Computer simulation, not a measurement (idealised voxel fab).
The name of this process module is voxel wiring stack.
The width of the displayed cross-section, cut, is 225 nm; its cells are square, with a size of 5 nm.
In this document a cross-section is written as a grid of square cells. It is given as a series of bands, listed from the top down, and a band is one or more rows of cells.
The entry gives the band's vertical extent as a top height and a bottom height in nm, then its horizontal make-up as materials from left to right, each with a width in nm. "blank" stands for empty space; a single material marked "throughout" fills the band edge to edge.
Where do heights start? At 0: under that level the wafer as delivered is made of one material only. And the lowest band has no floor; it just carries on downward, as in "from 0 down".
The expression "30..40" gives the width at the extremes of the band, the first number at its top row of cells and the second at its bottom row, with the width changing by equal amounts from each row to the next in between.
Reading "remained unchanged" for a step: not a cell of the cross-section changed in it.
Under "Enclosed void list" you'll find the enclosed gaps, the ones with no way out to the top, that are 8 cells or bigger; each reads width x height at distance, with distance counted from the left edge, everything in nm.
It should be noted that, on the line of a given step, the content following the step's settings is a remark produced by the simulator itself with respect to that step.
Regarding "overlay nm": on a step with a mask, it is the distance the mask lay to the right of its planned place; a negative value places it to the left.
THIS SECTION LISTS THE PROCESS STEPS THAT WERE PLANNED
| 1 | RECEIVE with material Si |
| 2 | CONFORMAL_DEP with material SiO2, thk nm 10 |
| 3 | DIRECTIONAL_DEP with material TiN, thk nm 5 |
| 4 | DIRECTIONAL_DEP with material W, thk nm 20 |
| 5 | DIRECTIONAL_DEP with material aC, thk nm 15 |
| 6 | PATTERN with tone cover, mask id METAL_1, material resist, width nm 30, pitch nm 55, thk nm 30, overlay nm 0 |
| 7 | DIRECTIONAL_ETCH with etch materials aC, depth nm 15 |
| 8 | STRIP with etch materials resist |
| 9 | DIRECTIONAL_ETCH with etch materials W, depth nm 20 |
| 10 | DIRECTIONAL_ETCH with etch materials TiN, depth nm 5 |
| 11 | STRIP with etch materials aC |
| 12 | CONFORMAL_DEP with material SiCN, thk nm 5 |
| 13 | FILL_DEP with material lowk, thk nm 5 |
| 14 | CMP with height nm 35 |
| 15 | CONFORMAL_DEP with material SiCN, thk nm 5 |
| 16 | DIRECTIONAL_DEP with material SiO2, thk nm 35 |
| 17 | DIRECTIONAL_DEP with material aC, thk nm 15 |
| 18 | PATTERN with tone open, mask id METAL_2, material resist, width nm 30, pitch nm 55, thk nm 35, overlay nm 0 |
| 19 | DIRECTIONAL_ETCH with etch materials aC, depth nm 15 |
| 20 | STRIP with etch materials resist |
| 21 | DIRECTIONAL_ETCH with etch materials SiO2, depth nm 20 |
| 22 | STRIP with etch materials aC |
| 23 | DIRECTIONAL_DEP with material aC, thk nm 15 |
| 24 | PATTERN with tone open, mask id METAL_2_HOLES, material resist, width nm 15, pitch nm 55, thk nm 35, overlay nm 0 |
| 25 | DIRECTIONAL_ETCH with etch materials aC, depth nm 15 |
| 26 | STRIP with etch materials resist |
| 27 | DIRECTIONAL_ETCH with etch materials SiO2, depth nm 15 |
| 28 | DIRECTIONAL_ETCH with etch materials SiCN, depth nm 5 |
| 29 | STRIP with etch materials aC |
| 30 | CONFORMAL_DEP with material TiN, thk nm 5 |
| 31 | FILL_DEP with material Ru, thk nm 10 |
| 32 | CMP with height nm 75 |
| 33 | CONFORMAL_DEP with material SiCN, thk nm 5 |
| 34 | DIRECTIONAL_DEP with material lowk, thk nm 10 |
| 35 | DIRECTIONAL_DEP with material aC, thk nm 10 |
| 36 | PATTERN with tone open, mask id PLUG_2, material resist, width nm 15, pitch nm 55, thk nm 30, overlay nm 0 |
| 37 | DIRECTIONAL_ETCH with etch materials aC, depth nm 10 |
| 38 | STRIP with etch materials resist |
| 39 | DIRECTIONAL_ETCH with etch materials lowk, depth nm 10 |
| 40 | DIRECTIONAL_ETCH with etch materials SiCN, depth nm 5 |
| 41 | STRIP with etch materials aC |
| 42 | CONFORMAL_DEP with material TiN, thk nm 5 |
| 43 | FILL_DEP with material W, thk nm 10 |
| 44 | CMP with height nm 90 |
| 45 | DIRECTIONAL_DEP with material TiN, thk nm 5 |
| 46 | DIRECTIONAL_DEP with material Ru, thk nm 25 |
| 47 | DIRECTIONAL_DEP with material aC, thk nm 10 |
| 48 | PATTERN with tone cover, mask id METAL_3, material resist, width nm 30, pitch nm 55, thk nm 25, overlay nm 0 |
| 49 | DIRECTIONAL_ETCH with etch materials aC, depth nm 10 |
| 50 | STRIP with etch materials resist |
| 51 | DIRECTIONAL_ETCH with etch materials Ru, depth nm 25 |
| 52 | DIRECTIONAL_ETCH with etch materials TiN, depth nm 5 |
| 53 | STRIP with etch materials aC |
| 54 | CONFORMAL_DEP with material SiCN, thk nm 5 |
| 55 | FILL_DEP with material lowk, thk nm 10 |
| 56 | CMP with height nm 120 |
| 57 | CONFORMAL_DEP with material SiN, thk nm 5 |
AS-RECEIVED STATE OF THE WAFER IN CROSS-SECTION, EQUIVALENT TO POST-STEP 1
- from 0 down = Si throughout
- Enclosed void list: none
MODULE COMPLETE - CROSS-SECTION OF THE FIRST OF TWO WAFERS, RUN ACCORDING TO PLAN
- from 125 to 120 = SiN throughout
- from 120 to 95 = lowk 10 | SiCN 5 | Ru 30 | SiCN 5 | lowk 15 | SiCN 5 | Ru 30 | SiCN 5 | lowk 15 | SiCN 5 | Ru 30 | SiCN 5 | lowk 15 | SiCN 5 | Ru 30 | SiCN 5 | lowk 10
- from 95 to 90 = SiCN 15 | TiN 30 | SiCN 25 | TiN 30 | SiCN 25 | TiN 30 | SiCN 25 | TiN 30 | SiCN 15
- from 90 to 80 = lowk 15 | TiN 5 | W 5 | TiN 5 | lowk 40 | TiN 5 | W 5 | TiN 5 | lowk 40 | TiN 5 | W 5 | TiN 5 | lowk 40 | TiN 5 | W 5 | TiN 5 | lowk 30
- from 80 to 75 = SiCN 15 | TiN 15 | SiCN 40 | TiN 15 | SiCN 40 | TiN 15 | SiCN 40 | TiN 15 | SiCN 30
- from 75 to 60 = SiO2 15 | TiN 5 | Ru 20 | TiN 5 | SiO2 25 | TiN 5 | Ru 20 | TiN 5 | SiO2 25 | TiN 5 | Ru 20 | TiN 5 | SiO2 25 | TiN 5 | Ru 20 | TiN 5 | SiO2 15
- from 60 to 55 = SiO2 15 | TiN 5 | Ru 5 | TiN 20 | SiO2 25 | TiN 5 | Ru 5 | TiN 20 | SiO2 25 | TiN 5 | Ru 5 | TiN 20 | SiO2 25 | TiN 5 | Ru 5 | TiN 20 | SiO2 15
- from 55 to 40 = SiO2 15 | TiN 5 | Ru 5 | TiN 5 | SiO2 40 | TiN 5 | Ru 5 | TiN 5 | SiO2 40 | TiN 5 | Ru 5 | TiN 5 | SiO2 40 | TiN 5 | Ru 5 | TiN 5 | SiO2 30
- from 40 to 35 = SiCN 15 | TiN 15 | SiCN 40 | TiN 15 | SiCN 40 | TiN 15 | SiCN 40 | TiN 15 | SiCN 30
- from 35 to 15 = lowk 10 | SiCN 5 | W 30 | SiCN 5 | lowk 15 | SiCN 5 | W 30 | SiCN 5 | lowk 15 | SiCN 5 | W 30 | SiCN 5 | lowk 15 | SiCN 5 | W 30 | SiCN 5 | lowk 10
- from 15 to 10 = SiCN 15 | TiN 30 | SiCN 25 | TiN 30 | SiCN 25 | TiN 30 | SiCN 25 | TiN 30 | SiCN 15
- from 10 to 0 = SiO2 throughout
- from 0 down = Si throughout
- Enclosed void list: none
PRESENTED HERE IS A CROSS-SECTION OF THE SECOND OF THE TWO WAFERS AS IT STOOD AT THE END OF THE MODULE. IT WAS STARTED IN THE SAME MANNER AND ASSIGNED THE SAME PLAN AS THE FIRST WAFER; HOWEVER, ONE MISTAKE WAS MADE IN ITS EXECUTION
- from 125 to 120 = SiN throughout
- from 120 to 95 = lowk 10 | SiCN 5 | Ru 30 | SiCN 5 | lowk 15 | SiCN 5 | Ru 30 | SiCN 5 | lowk 15 | SiCN 5 | Ru 30 | SiCN 5 | lowk 15 | SiCN 5 | Ru 30 | SiCN 5 | lowk 10
- from 95 to 90 = SiCN 15 | TiN 30 | SiCN 25 | TiN 30 | SiCN 25 | TiN 30 | SiCN 25 | TiN 30 | SiCN 15
- from 90 to 80 = Ru throughout
- from 80 to 75 = TiN 20 | Ru 20 | TiN 35 | Ru 20 | TiN 35 | Ru 20 | TiN 35 | Ru 20 | TiN 20
- from 75 to 60 = SiO2 15 | TiN 5 | Ru 20 | TiN 5 | SiO2 25 | TiN 5 | Ru 20 | TiN 5 | SiO2 25 | TiN 5 | Ru 20 | TiN 5 | SiO2 25 | TiN 5 | Ru 20 | TiN 5 | SiO2 15
- from 60 to 55 = SiO2 15 | TiN 5 | Ru 5 | TiN 20 | SiO2 25 | TiN 5 | Ru 5 | TiN 20 | SiO2 25 | TiN 5 | Ru 5 | TiN 20 | SiO2 25 | TiN 5 | Ru 5 | TiN 20 | SiO2 15
- from 55 to 40 = SiO2 15 | TiN 5 | Ru 5 | TiN 5 | SiO2 40 | TiN 5 | Ru 5 | TiN 5 | SiO2 40 | TiN 5 | Ru 5 | TiN 5 | SiO2 40 | TiN 5 | Ru 5 | TiN 5 | SiO2 30
- from 40 to 35 = SiCN 15 | TiN 15 | SiCN 40 | TiN 15 | SiCN 40 | TiN 15 | SiCN 40 | TiN 15 | SiCN 30
- from 35 to 15 = lowk 10 | SiCN 5 | W 30 | SiCN 5 | lowk 15 | SiCN 5 | W 30 | SiCN 5 | lowk 15 | SiCN 5 | W 30 | SiCN 5 | lowk 15 | SiCN 5 | W 30 | SiCN 5 | lowk 10
- from 15 to 10 = SiCN 15 | TiN 30 | SiCN 25 | TiN 30 | SiCN 25 | TiN 30 | SiCN 25 | TiN 30 | SiCN 15
- from 10 to 0 = SiO2 throughout
- from 0 down = Si throughout
- Enclosed void list: none
The plan and the run diverged here: step 32 of the plan never got run, it was skipped over
Materials where the second wafer ends with more or fewer cells than the first: +106 Ru | -33 SiCN | +1 TiN | -8 W | -66 lowk
